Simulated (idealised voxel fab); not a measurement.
The name of this process module is voxel self aligned vias.
This is section cut - it's 160 nm across, gridded in 5 nm square cells.
We lay out every cross-section as a grid of square cells and spell it out in bands from the top down, where one band means one or more rows of cells.
Band: top height; bottom height; in nm. Then, left to right: material with width in nm, for each material. "all across": a single material spanning edge to edge. "air": empty space.
Where do heights start? At 0: under that level the wafer as delivered is made of one material only. And the lowest band has no floor; it just carries on downward, as in "0..down".
Graded width ("30..40"): value in top row of band = first number; value in bottom row = second number; row-to-row change constant.
"same as before" (step): cross-section cells unchanged, all of them.
The label "Enclosed voids" introduces a list of the empty spaces, 8 cells or larger, that have no open way up to the top; each entry in it reads width x height at distance, where the distance is taken from the left edge and all three are stated in nm.
On each step's line, the part that comes after the settings is the simulator's own comment on the step.
overlay nm: mask right of planned place by this much (step with mask). Neg. = left.
Process steps (planned)
1,RECEIVE | material Si
2,CONFORMAL_DEP | material SiO2 | thk nm 15
3,CONFORMAL_DEP | material SiCN | thk nm 5
4,DIRECTIONAL_DEP | material SiO2 | thk nm 25
5,MASKED_ETCH | tone open | mask id LINES | width nm 25 | pitch nm 50 | etch materials SiO2 | depth nm 25 | overlay nm 0
6,CONFORMAL_DEP | material TiN | thk nm 5
7,FILL_DEP | material Ru | thk nm 10
8,CMP | height nm 45
9,SELECTIVE_ETCH | etch materials W Ru TiN | depth nm 10
10,FILL_DEP | material SiN | thk nm 5
11,CMP | height nm 45
12,DIRECTIONAL_DEP | material SiO2 | thk nm 20
13,PATTERN | tone open | mask id VIAS | material resist | width nm 25 | pitch nm 50 | thk nm 20 | overlay nm 0
14,DIRECTIONAL_ETCH | etch materials SiO2 | depth nm 20
15,DIRECTIONAL_ETCH | etch materials SiN | depth nm 10
16,STRIP | etch materials resist
17,CONFORMAL_DEP | material TiN | thk nm 5
18,FILL_DEP | material W | thk nm 10
19,CMP | height nm 65
20,CONFORMAL_DEP | material SiCN | thk nm 5
Be aware that, although all wafers share a common starting state, the width nm at step 13 differs among them, and the plan displays the first wafer's value.
Received condition of the first of several wafers, sectioned: post-step 1
* 0..down = Si all across
* Enclosed voids: none
After the module's final step, step 20: the first of several wafers in cross-section
* 70..65 = SiCN all across
* 65..40 = SiO2 (40), then TiN (5), then W (15), then TiN (5), then SiO2 (25), then TiN (5), then W (15), then TiN (5), then SiO2 (45)
* 40..35 = SiO2 (40), then TiN (25), then SiO2 (25), then TiN (25), then SiO2 (45)
* 35..25 = SiO2 (40), then TiN (5), then Ru (15), then TiN (5), then SiO2 (25), then TiN (5), then Ru (15), then TiN (5), then SiO2 (45)
* 25..20 = SiO2 (40), then TiN (25), then SiO2 (25), then TiN (25), then SiO2 (45)
* 20..15 = SiCN all across
* 15..0 = SiO2 all across
* 0..down = Si all across
* Enclosed voids: none
End of module, last wafer sectioned
* 70..65 = SiCN all across
* 65..50 = SiO2 (35), then TiN (5), then W (25), then TiN (5), then SiO2 (15), then TiN (5), then W (25), then TiN (5), then SiO2 (40)
* 50..40 = SiO2 (35..40), then TiN (10..5), then W (15), then TiN (10..5), then SiO2 (15..25), then TiN (10..5), then W (15), then TiN (10..5), then SiO2 (40..45)
* 40..35 = SiO2 (40), then TiN (25), then SiO2 (25), then TiN (25), then SiO2 (45)
* 35..25 = SiO2 (40), then TiN (5), then Ru (15), then TiN (5), then SiO2 (25), then TiN (5), then Ru (15), then TiN (5), then SiO2 (45)
* 25..20 = SiO2 (40), then TiN (25), then SiO2 (25), then TiN (25), then SiO2 (45)
* 20..15 = SiCN all across
* 15..0 = SiO2 all across
* 0..down = Si all across
* Enclosed voids: none
Table: wafers, a row each; end-of-module cell change per material since receipt, gain (+), loss (-); then closed voids
width nm 25; +12 Ru; +64 SiCN; +294 SiO2; +48 TiN; +30 W; Enclosed voids: none
width nm 30; +12 Ru; +64 SiCN; +286 SiO2; +50 TiN; +36 W; Enclosed voids: none
width nm 35; +12 Ru; +64 SiCN; +278 SiO2; +52 TiN; +42 W; Enclosed voids: none
